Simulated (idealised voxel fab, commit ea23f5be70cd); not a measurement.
Module name: voxel transistor to metal (process module)
Each square cell in cross-section cut measures 5 nm, and the section as a whole is 175 nm wide.
Cross-section = grid of square cells, listed top down in bands; band = one or more rows.
Look at the band entry: it leads with the top's height and the bottom's height in nm. Then it lists the materials left to right, with a width in nm for each. The word "edge to edge" on a single material says that material fills the band edge to edge. The word "blank" is empty space.
Measure heights from 0. That's the level where, below it, the as-received wafer is all one material. The lowest band is bottomless and extends downward; write it as in "z 0 and below".
Quick explanation for "30..40": the width changes in equal steps down the rows of cells, from the first number in the band's top row to the second number in its bottom row.
Given "remained the same" for a step, no cell of the cross-section differs between before and after that step.
"Listed closed voids": sealed empty spaces, 8 cells or more, no open way to top, listed width x height at distance, with distance from the left edge and width, height and distance in nm.
If you see something after the settings on a step's line, that's the simulator's own remark about that step.
overlay nm: how far to the right of its planned place the mask lay on this masked step (negative: to the left).
## The following list gives the planned process steps
1 op RECEIVE | material Si
2 op CONFORMAL_DEP | material SiO2 | thk nm 5
3 op CONFORMAL_DEP | material SiN | thk nm 10
4 op DIRECTIONAL_DEP | material aC | thk nm 10
5 op PATTERN | tone cover | mask id ACTIVE | material resist | width nm 110 | thk nm 30 | overlay nm 0
6 op DIRECTIONAL_ETCH | etch materials aC | depth nm 10
7 op STRIP | etch materials resist
8 op DIRECTIONAL_ETCH | etch materials SiN | depth nm 10
9 op DIRECTIONAL_ETCH | etch materials SiO2 | depth nm 5
10 op DIRECTIONAL_ETCH | etch materials Si | depth nm 35
11 op STRIP | etch materials aC
12 op OXIDIZE | depth nm 5
13 op FILL_DEP | material SiO2 | thk nm 5
14 op CMP | height nm 15
15 op SELECTIVE_ETCH | etch materials SiO2 | depth nm 5
16 op STRIP | etch materials SiN
17 op SELECTIVE_ETCH | etch materials SiO2 | depth nm 5
18 op OXIDIZE | depth nm 5
19 op DIRECTIONAL_DEP | material polySi | thk nm 30
20 op DIRECTIONAL_DEP | material SiCN | thk nm 15
21 op DIRECTIONAL_DEP | material aC | thk nm 10
22 op PATTERN | tone cover | mask id GATE | material resist | width nm 20 | thk nm 25 | overlay nm 0
23 op DIRECTIONAL_ETCH | etch materials aC | depth nm 10
24 op STRIP | etch materials resist
25 op DIRECTIONAL_ETCH | etch materials SiCN | depth nm 25
26 op DIRECTIONAL_ETCH | etch materials polySi | depth nm 40
27 op STRIP | etch materials aC
28 op CONFORMAL_DEP | material SiO2 | thk nm 5
29 op DIRECTIONAL_ETCH | etch materials SiO2 | depth nm 5
30 op CONFORMAL_DEP | material SiN | thk nm 10
31 op DIRECTIONAL_ETCH | etch materials SiN | depth nm 10
32 op DIRECTIONAL_ETCH | etch materials SiO2 | depth nm 5
33 op DIRECTIONAL_ETCH | etch materials Si | depth nm 15
34 op EPI | material SiGe | thk nm 15
35 op FILL_DEP | material SiO2 | thk nm 10
36 op CMP | height nm 45
37 op DIRECTIONAL_DEP | material SiO2 | thk nm 10
38 op DIRECTIONAL_DEP | material aC | thk nm 15
39 op PATTERN | tone open | mask id CONTACT | material resist | width nm 30 | pitch nm 60 | thk nm 35 | overlay nm 0
40 op DIRECTIONAL_ETCH | etch materials aC | depth nm 15
41 op STRIP | etch materials resist
42 op DIRECTIONAL_ETCH | etch materials SiO2 | depth nm 45
43 op STRIP | etch materials aC
44 op CONFORMAL_DEP | material TiN | thk nm 5
45 op FILL_DEP | material W | thk nm 5
46 op CMP | height nm 55
47 op DIRECTIONAL_DEP | material TiN | thk nm 5
48 op DIRECTIONAL_DEP | material W | thk nm 25
49 op PATTERN | tone cover | mask id METAL_1 | material resist | width nm 20 | pitch nm 70 | thk nm 15 | overlay nm 0
50 op DIRECTIONAL_ETCH | etch materials W | depth nm 25
51 op DIRECTIONAL_ETCH | etch materials TiN | depth nm 5
52 op STRIP | etch materials resist
53 op CONFORMAL_DEP | material SiN | thk nm 5
54 op FILL_DEP | material lowk | thk nm 5
55 op CMP | height nm 85
56 op CONFORMAL_DEP | material SiCN | thk nm 5
57 op DIRECTIONAL_DEP | material lowk | thk nm 35
58 op MASKED_ETCH | tone open | mask id METAL_2 | width nm 20 | pitch nm 70 | etch materials lowk | depth nm 20 | overlay nm 0
59 op DIRECTIONAL_DEP | material aC | thk nm 15
60 op PATTERN | tone open | mask id METAL_2_HOLES | material resist | width nm 15 | pitch nm 70 | thk nm 35 | overlay nm 0
61 op DIRECTIONAL_ETCH | etch materials aC | depth nm 15
62 op STRIP | etch materials resist
63 op DIRECTIONAL_ETCH | etch materials lowk | depth nm 15
64 op DIRECTIONAL_ETCH | etch materials SiCN | depth nm 5
65 op STRIP | etch materials aC
66 op CONFORMAL_DEP | material TiN | thk nm 5
67 op FILL_DEP | material Ru | thk nm 5
68 op CMP | height nm 125
69 op CONFORMAL_DEP | material SiN | thk nm 5
## Wafer cross-section on receipt, i.e. after step 1
	z 0 and below | Si edge to edge
	Listed closed voids: none
## Cross-section, end of module. Start: as above. Plan: as above. Execution: one mistake
	z 130 to 125 | SiN edge to edge
	z 125 to 115 | 40 of lowk; 5 of TiN; 15 of Ru; 5 of TiN; 45 of lowk; 5 of TiN; 15 of Ru; 5 of TiN; 40 of lowk
	z 115 to 110 | 40 of lowk; 10 of TiN; 10 of Ru; 5 of TiN; 45 of lowk; 10 of TiN; 10 of Ru; 5 of TiN; 40 of lowk
	z 110 to 105 | 45 of lowk; 20 of TiN; 50 of lowk; 20 of TiN; 40 of lowk
	z 105 to 90 | 45 of lowk; 10 of TiN; 60 of lowk; 10 of TiN; 50 of lowk
	z 90 to 85 | 45 of SiCN; 10 of TiN; 60 of SiCN; 10 of TiN; 50 of SiCN
	z 85 to 60 | 35 of lowk; 5 of SiN; 20 of W; 5 of SiN; 40 of lowk; 5 of SiN; 20 of W; 5 of SiN; 40 of lowk
	z 60 to 55 | 40 of SiN; 20 of TiN; 50 of SiN; 20 of TiN; 45 of SiN
	z 55 to 45 | 40 of SiO2; 5 of TiN; 20..10 of W; 5..15 of TiN; 30 of SiO2; 5..15 of TiN; 20..10 of W; 5 of TiN; 45 of SiO2
	z 45 to 30 | 40 of SiO2; 5 of TiN; 10 of W; 5 of TiN; 10 of SiN; 5 of SiO2; 20 of SiCN; 5 of SiO2; 10 of SiN; 5 of TiN; 10 of W; 5 of TiN; 45 of SiO2
	z 30 to 15 | 40 of SiO2; 5 of TiN; 10 of W; 5 of TiN; 10 of SiN; 5 of SiO2; 20 of polySi; 5 of SiO2; 10 of SiN; 5 of TiN; 10 of W; 5 of TiN; 45 of SiO2
	z 15 to 10 | 40 of SiO2; 20 of TiN; 10 of SiN; 5 of SiO2; 20 of polySi; 5 of SiO2; 10 of SiN; 20 of TiN; 45 of SiO2
	z 10 to 5 | 35 of SiO2; 25 of SiGe; 10 of SiN; 5 of SiO2; 20 of polySi; 5 of SiO2; 10 of SiN; 25 of SiGe; 40 of SiO2
	z 5 to 0 | 30 of SiO2; 10 of SiN; 20 of SiGe; 10 of SiN; 5 of SiO2; 20 of polySi; 5 of SiO2; 10 of SiN; 20 of SiGe; 10 of SiN; 35 of SiO2
	z 0 to -5 | 40 of SiO2; 20 of SiGe; 50 of SiO2; 20 of SiGe; 45 of SiO2
	z -5 to -20 | 35 of SiO2; 5 of Si; 20 of SiGe; 50 of Si; 20 of SiGe; 5 of Si; 40 of SiO2
	z -20 to -40 | 35 of SiO2; 100 of Si; 40 of SiO2
	z -40 and below | Si edge to edge
	Listed closed voids: none
Plan not followed: heads up, step 58 didn't go per plan, it actually ran as op MASKED_ETCH | tone open | mask id METAL_2 | width nm 20 | pitch nm 70 | etch materials lowk | depth nm 20 | overlay nm 5
